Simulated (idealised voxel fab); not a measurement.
The following is a process module called voxel plated lines.
The cross-section shown here is cut; it is 200 nm wide and divided into square cells measuring 5 nm on a side.
The cross-sections in this document take the form of a grid made of square cells. They are written out as bands, in order from top to bottom. Each band consists of one or more rows of cells.
Within each band entry, the heights of the top and of the bottom of the band appear first, in that order and in nm; the materials of the band then follow from left to right, each with its corresponding width in nm. The designation "all across" on a single material indicates that it fills the band from edge to edge; the designation "empty" indicates empty space.
Note: height 0 marks the level under which the wafer is uniformly one material as received. Lowest band unbounded below, written "0 -> down".
Per-row width for "30 to 40": begins at first number (top row of band), ends at second number (bottom row), increment between rows held constant.
A step reported as "no modification" is a step in which no cell of the cross-section changed.
Entry "Internal closed voids". Content: empty spaces with no open connection to the top, size 8 cells or greater. Each: width x height at distance. Distance: from left edge. Unit: nm.
Anything after a step's settings on that line? It's the simulator's own note about the step.
The setting "overlay nm" may be written on the line of a step. When the step uses a mask, the value reports how far to the right of the planned place the mask lay, and a negative value reports that it lay to the left.
The following list gives the planned process steps:
1. RECEIVE: material Si
2. CONFORMAL_DEP: material SiN, thk nm 5
3. DIRECTIONAL_DEP: material TiN, thk nm 5
4. PATTERN: tone open, mask id LINES, material resist, width nm 25, pitch nm 45, thk nm 35, overlay nm 0
5. EPI: material Ru, thk nm 5
6. EPI: material Ru, thk nm 5
7. EPI: material Ru, thk nm 10
8. STRIP: etch materials resist
9. DIRECTIONAL_ETCH: etch materials TiN, depth nm 5
10. CONFORMAL_DEP: material SiO2, thk nm 10
Incoming wafer, cross-sectional view, post step 1:
0 -> down = Si all across
Internal closed voids: none
First of two wafers: cross-section at end of module, run per plan:
40 -> 30 = 30 of empty / 135 of SiO2 / 35 of empty
30 -> 15 = 30 of empty / 10 of SiO2 / 25 of Ru / 20 of SiO2 / 25 of Ru / 20 of SiO2 / 25 of Ru / 10 of SiO2 / 35 of empty
15 -> 10 = 40 of SiO2 / 25 of Ru / 20 of SiO2 / 25 of Ru / 20 of SiO2 / 25 of Ru / 45 of SiO2
10 -> 5 = 40 of SiO2 / 25 of TiN / 20 of SiO2 / 25 of TiN / 20 of SiO2 / 25 of TiN / 45 of SiO2
5 -> 0 = SiN all across
0 -> down = Si all across
Internal closed voids: none
What the second wafer looks like in cross-section once the module is done. Its start and its plan matched the first wafer's exactly; what differed was one mistake in how it was run:
50 -> 40 = 30 of empty / 135 of SiO2 / 35 of empty
40 -> 15 = 30 of empty / 10 of SiO2 / 25 of Ru / 20 of SiO2 / 25 of Ru / 20 of SiO2 / 25 of Ru / 10 of SiO2 / 35 of empty
15 -> 10 = 40 of SiO2 / 25 of Ru / 20 of SiO2 / 25 of Ru / 20 of SiO2 / 25 of Ru / 45 of SiO2
10 -> 5 = 40 of SiO2 / 25 of TiN / 20 of SiO2 / 25 of TiN / 20 of SiO2 / 25 of TiN / 45 of SiO2
5 -> 0 = SiN all across
0 -> down = Si all across
Internal closed voids: none
Here's what went sideways: step 7 of the plan was executed twice over
Counted in cells at the end, the second wafer holds more or fewer of these materials than the first: Ru: 30 more | SiO2: 24 more
